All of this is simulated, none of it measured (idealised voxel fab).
Process module in this document: voxel spacer lines
cross-section cut | 195 nm wide | cells 5 nm
A cross-section is a grid of square cells, given in bands from the top down. A band is one or more rows of cells. Each band's line starts with the height of the band's top and of its bottom, in nm. Then come its materials from left to right, each with its width in nm. One material with "full width" fills the band from edge to edge. "empty" is empty space. A quick word on heights: they are counted from 0, and under that level the wafer as it came to us is one material throughout. The lowest band is different from the rest in having no bottom; it simply continues downward, written as in "from 0 down". A two-number width, for instance "30->40", indicates that the width is equal to the first number in the top row of the band and to the second number in the bottom row, and that it changes by a constant amount per row of cells. Step marked "nothing different"? Then no cell in the cross-section changed in it. Basically, "Trapped void list" tells you about the enclosed voids: empty spaces with no open way to the top, 8 cells or bigger, each written width x height at distance, where distance is from the left edge, all in nm. Formally, on a step line, whatever follows the settings is a remark that the simulator itself makes on the step. You can add "overlay nm" to a step's line. For a step with a mask, it describes how far the mask lay to the right of its planned position, and a negative number describes a lay to the left.

**Process steps - plan**
- 1: RECEIVE: material Si
- 2: CONFORMAL_DEP: material Al2O3, thk nm 5
- 3: DIRECTIONAL_DEP: material TiN, thk nm 15
- 4: DIRECTIONAL_DEP: material polySi, thk nm 30
- 5: PATTERN: tone cover, mask id MANDREL, material resist, width nm 20, pitch nm 70, thk nm 35, overlay nm 0
- 6: DIRECTIONAL_ETCH: etch materials polySi, depth nm 30
- 7: STRIP: etch materials resist
- 8: CONFORMAL_DEP: material SiO2, thk nm 15
- 9: DIRECTIONAL_ETCH: etch materials SiO2, depth nm 15
- 10: STRIP: etch materials polySi
- 11: DIRECTIONAL_ETCH: etch materials TiN, depth nm 15
- 12: STRIP: etch materials SiO2

**Wafer as received: cross-section following step 1**
  from 0 down  Si full width
  Trapped void list: none

**first wafer at the end, as planned**
  from 20 to 5  TiN=15 / empty=20 / TiN=15 / empty=20 / TiN=15 / empty=20 / TiN=15 / empty=20 / TiN=15 / empty=20 / TiN=15 / empty=5
  from 5 to 0  Al2O3 full width
  from 0 down  Si full width
  Trapped void list: none

**Wafer two (of two), end-of-module cross-section: start = wafer one, plan = wafer one, one run mistake**
  from 20 to 5  empty=5 / TiN=15 / empty=15 / TiN=15 / empty=25 / TiN=15 / empty=15 / TiN=15 / empty=25 / TiN=15 / empty=15 / TiN=15 / empty=5
  from 5 to 0  Al2O3 full width
  from 0 down  Si full width
  Trapped void list: none
Want to know what went wrong? for step 5, the planned setting was not used; the step was instead run as PATTERN: tone cover, mask id MANDREL, material resist, width nm 15, pitch nm 70, thk nm 35, overlay nm 0
When the process is done, the second wafer contains the same cell count of every material as the first wafer, but distributed over other locations.
